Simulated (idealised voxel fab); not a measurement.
Module name: voxel double patterning (process module)
Displayed cross-section: cut, width of 170 nm, square cells sized 5 nm.
Heads up, the way a cross-section reads in here is a grid of square cells, handed over as bands from the top down, with every band being one or more rows of cells.
This entry defines a band. It first specifies the height of the band's top and the height of its bottom in nm, and then specifies the band's materials from left to right, stating each material with its width in nm. The word "throughout" identifies a single material that fills the band from edge to edge, while the word "empty" identifies empty space.
Height is counted from the level 0, under which the received wafer is composed throughout of one material. The lowest of the bands is not closed at the bottom but continues downward, in the notation "0 down".
A width given as "30->40" starts at the first number in the band's top row and ends at the second number in its bottom row, shifting by an equal amount at every step from row to row.
What does "no alterations made" mean for a step? It means no cell of the cross-section changed in that step.
"Enclosed voids" means: voids of 8 cells or more that are shut off from the top with no open way through. Written width x height at distance, distance from the left edge, in nm.
Read whatever lies past the settings on a step's line as the simulator's own remark about the step.
"overlay nm" denotes, for a step that has a mask, the displacement of the mask to the right of its planned place, with negative values corresponding to the left.

### List of planned process steps
1: RECEIVE | material Si
2: CONFORMAL_DEP | material SiN | thk nm 10
3: DIRECTIONAL_DEP | material SiO2 | thk nm 10
4: DIRECTIONAL_DEP | material SiCN | thk nm 10
5: DIRECTIONAL_DEP | material aC | thk nm 15
6: PATTERN | tone open | mask id FIRST | material resist | width nm 15 | pitch nm 50 | thk nm 35 | overlay nm 0
7: DIRECTIONAL_ETCH | etch materials aC | depth nm 15
8: STRIP | etch materials resist
9: DIRECTIONAL_ETCH | etch materials SiCN | depth nm 10
10: STRIP | etch materials aC
11: PATTERN | tone open | mask id SECOND | material resist | width nm 15 | thk nm 20 | overlay nm 0
12: DIRECTIONAL_ETCH | etch materials SiCN | depth nm 10
13: STRIP | etch materials resist
14: DIRECTIONAL_ETCH | etch materials SiO2 | depth nm 10
15: STRIP | etch materials SiCN

### Wafer cross-section on receipt, i.e. after step 1
0 down  Si throughout
Enclosed voids: none

### Cross-sectional view of the first of the two wafers upon completion of the module, processed in accordance with the plan
20 to 10  50 of SiO2, 15 of empty, 10 of SiO2, 15 of empty, 10 of SiO2, 15 of empty, 55 of SiO2
10 to 0  SiN throughout
0 down  Si throughout
Enclosed voids: none

### Second wafer through the module, sectioned at the end: same beginning and same plan as the first wafer, with one mistake in carrying it out
20 to 10  50 of SiO2, 15 of empty, 10 of SiO2, 15 of empty, 10 of SiO2, 15 of empty, 55 of SiO2
10 to 0  aC throughout
0 down  Si throughout
Enclosed voids: none
Want to know what went wrong? step 2 deviated from plan and actually ran as CONFORMAL_DEP | material aC | thk nm 10
End of process, cell counts, second wafer against first, materials with more or fewer: SiN: 68 fewer; aC: 68 more
